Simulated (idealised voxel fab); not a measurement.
process module | voxel self aligned vias
cross-section cut | 275 nm wide | cells 5 nm
A cross-section is a grid of square cells, given in bands from the top down. A band is one or more rows of cells.
Each band's line starts with the height of the band's top and of its bottom, in nm. Then come its materials from left to right, each with its width in nm. One material with "throughout" fills the band from edge to edge. "air" is empty space.
Height 0 is the level under which the wafer as received is all one material. The lowest band goes on downwards, as in "0 down".
A width such as "30 to 40" changes by the same amount from each row of cells to the next, from the band's top row to its bottom row.
"no change" after a step means that no cell of the cross-section changed.
closed voids: empty space of 8 cells or more with no open way to the top, each as width x height at its distance from the left edge, in nm
after a step's settings: what the simulator itself notes on the step
overlay nm, on a step with a mask: how far to the right of its planned place the mask lay; to the left if negative
plan
1 op RECEIVE | material Si
2 op CONFORMAL_DEP | material SiO2 | thk nm 10
3 op CONFORMAL_DEP | material SiCN | thk nm 5
4 op DIRECTIONAL_DEP | material SiO2 | thk nm 20
5 op PATTERN | tone open | mask id LINES | material resist | width nm 20 | pitch nm 65 | thk nm 15 | overlay nm 0
6 op DIRECTIONAL_ETCH | etch materials SiO2 | depth nm 20
7 op STRIP | etch materials resist
8 op CONFORMAL_DEP | material TiN | thk nm 5
9 op FILL_DEP | material W | thk nm 5
10 op CMP | height nm 35
11 op SELECTIVE_ETCH | etch materials W Ru TiN | depth nm 10
12 op FILL_DEP | material SiN | thk nm 5
13 op CMP | height nm 35
14 op DIRECTIONAL_DEP | material SiO2 | thk nm 15
15 op MASKED_ETCH | tone open | mask id VIAS | width nm 40 | pitch nm 65 | etch materials SiO2 | depth nm 15 | overlay nm 0
16 op MASKED_ETCH | tone open | mask id VIAS | width nm 40 | pitch nm 65 | etch materials SiN | depth nm 10 | overlay nm 0
17 op CONFORMAL_DEP | material TiN | thk nm 5
18 op FILL_DEP | material Ru | thk nm 10
19 op CMP | height nm 50
20 op CONFORMAL_DEP | material SiN | thk nm 5
first wafer, as planned
as received, after step 1
  0 down: Si throughout
  closed voids: none
after step 2
  10 to 0: SiO2 throughout
  below 0: unchanged
after step 3
  15 to 10: SiCN throughout
  below 10: unchanged
after step 4
  35 to 15: SiO2 throughout
  below 15: unchanged
after step 5
  50 to 35: resist 60 | air 20 | resist 45 | air 20 | resist 45 | air 20 | resist 65
  below 35: unchanged
after step 6
  50 to 35: resist 60 | air 20 | resist 45 | air 20 | resist 45 | air 20 | resist 65
  35 to 15: SiO2 60 | air 20 | SiO2 45 | air 20 | SiO2 45 | air 20 | SiO2 65
  below 15: unchanged
after step 7
  35 to 15: SiO2 60 | air 20 | SiO2 45 | air 20 | SiO2 45 | air 20 | SiO2 65
  below 15: unchanged
after step 8
  40 to 35: TiN 65 | air 10 | TiN 55 | air 10 | TiN 55 | air 10 | TiN 70
  35 to 20: SiO2 60 | TiN 5 | air 10 | TiN 5 | SiO2 45 | TiN 5 | air 10 | TiN 5 | SiO2 45 | TiN 5 | air 10 | TiN 5 | SiO2 65
  20 to 15: SiO2 60 | TiN 20 | SiO2 45 | TiN 20 | SiO2 45 | TiN 20 | SiO2 65
  below 15: unchanged
after step 9
  45 to 40: W throughout
  40 to 35: TiN 65 | W 10 | TiN 55 | W 10 | TiN 55 | W 10 | TiN 70
  35 to 20: SiO2 60 | TiN 5 | W 10 | TiN 5 | SiO2 45 | TiN 5 | W 10 | TiN 5 | SiO2 45 | TiN 5 | W 10 | TiN 5 | SiO2 65
  below 20: unchanged
after step 10
  35 to 20: SiO2 60 | TiN 5 | W 10 | TiN 5 | SiO2 45 | TiN 5 | W 10 | TiN 5 | SiO2 45 | TiN 5 | W 10 | TiN 5 | SiO2 65
  below 20: unchanged
after step 11
  35 to 25: SiO2 60 | air 20 | SiO2 45 | air 20 | SiO2 45 | air 20 | SiO2 65
  below 25: unchanged
after step 12
  40 to 35: SiN throughout
  35 to 25: SiO2 60 | SiN 20 | SiO2 45 | SiN 20 | SiO2 45 | SiN 20 | SiO2 65
  below 25: unchanged
after step 13
  35 to 25: SiO2 60 | SiN 20 | SiO2 45 | SiN 20 | SiO2 45 | SiN 20 | SiO2 65
  below 25: unchanged
after step 14
  50 to 35: SiO2 throughout
  below 35: unchanged
after step 15
  50 to 35: SiO2 50 | air 40 | SiO2 25 | air 40 | SiO2 25 | air 40 | SiO2 55
  below 35: unchanged
after step 16
  50 to 35: SiO2 50 | air 40 | SiO2 25 | air 40 | SiO2 25 | air 40 | SiO2 55
  35 to 25: SiO2 60 | air 20 | SiO2 45 | air 20 | SiO2 45 | air 20 | SiO2 65
  below 25: unchanged
after step 17
  55 to 50: TiN 55 | air 30 | TiN 35 | air 30 | TiN 35 | air 30 | TiN 60
  50 to 40: SiO2 50 | TiN 5 | air 30 | TiN 5 | SiO2 25 | TiN 5 | air 30 | TiN 5 | SiO2 25 | TiN 5 | air 30 | TiN 5 | SiO2 55
  40 to 30: SiO2 50 to 60 | TiN 15 to 5 | air 10 | TiN 15 to 5 | SiO2 25 to 45 | TiN 15 to 5 | air 10 | TiN 15 to 5 | SiO2 25 to 45 | TiN 15 to 5 | air 10 | TiN 15 to 5 | SiO2 55 to 65
  30 to 25: SiO2 60 | TiN 20 | SiO2 45 | TiN 20 | SiO2 45 | TiN 20 | SiO2 65
  below 25: unchanged
after step 18
  65 to 55: Ru throughout
  55 to 50: TiN 55 | Ru 30 | TiN 35 | Ru 30 | TiN 35 | Ru 30 | TiN 60
  50 to 40: SiO2 50 | TiN 5 | Ru 30 | TiN 5 | SiO2 25 | TiN 5 | Ru 30 | TiN 5 | SiO2 25 | TiN 5 | Ru 30 | TiN 5 | SiO2 55
  40 to 30: SiO2 50 to 60 | TiN 15 to 5 | Ru 10 | TiN 15 to 5 | SiO2 25 to 45 | TiN 15 to 5 | Ru 10 | TiN 15 to 5 | SiO2 25 to 45 | TiN 15 to 5 | Ru 10 | TiN 15 to 5 | SiO2 55 to 65
  below 30: unchanged
after step 19
  50 to 40: SiO2 50 | TiN 5 | Ru 30 | TiN 5 | SiO2 25 | TiN 5 | Ru 30 | TiN 5 | SiO2 25 | TiN 5 | Ru 30 | TiN 5 | SiO2 55
  below 40: unchanged
after step 20
  55 to 50: SiN throughout
  below 50: unchanged
second wafer: like start, like plan, one mistake. Through step 11 it matches the first wafer
when step 12 should have ended
  40 to 25: SiO2 throughout
  below 25: unchanged
when step 13 should have ended
  35 to 25: SiO2 throughout
  below 25: unchanged
when step 14 should have ended
  50 to 25: SiO2 throughout
  below 25: unchanged
when step 15 should have ended
  50 to 35: SiO2 50 | air 40 | SiO2 25 | air 40 | SiO2 25 | air 40 | SiO2 55
  below 35: unchanged
when step 16 should have ended: no change
when step 17 should have ended
  55 to 50: TiN 55 | air 30 | TiN 35 | air 30 | TiN 35 | air 30 | TiN 60
  50 to 40: SiO2 50 | TiN 5 | air 30 | TiN 5 | SiO2 25 | TiN 5 | air 30 | TiN 5 | SiO2 25 | TiN 5 | air 30 | TiN 5 | SiO2 55
  40 to 35: SiO2 50 | TiN 40 | SiO2 25 | TiN 40 | SiO2 25 | TiN 40 | SiO2 55
  below 35: unchanged
when step 18 should have ended
  65 to 55: Ru throughout
  55 to 50: TiN 55 | Ru 30 | TiN 35 | Ru 30 | TiN 35 | Ru 30 | TiN 60
  50 to 40: SiO2 50 | TiN 5 | Ru 30 | TiN 5 | SiO2 25 | TiN 5 | Ru 30 | TiN 5 | SiO2 25 | TiN 5 | Ru 30 | TiN 5 | SiO2 55
  below 40: unchanged
when step 19 should have ended
  50 to 40: SiO2 50 | TiN 5 | Ru 30 | TiN 5 | SiO2 25 | TiN 5 | Ru 30 | TiN 5 | SiO2 25 | TiN 5 | Ru 30 | TiN 5 | SiO2 55
  below 40: unchanged
when step 20 should have ended
  55 to 50: SiN throughout
  below 50: unchanged
what went wrong: step 12 ran as: op FILL_DEP | material SiO2 | thk nm 5
at the end the second wafer has, in cells: 12 fewer of Ru | 24 more of SiO2 | 12 fewer of TiN
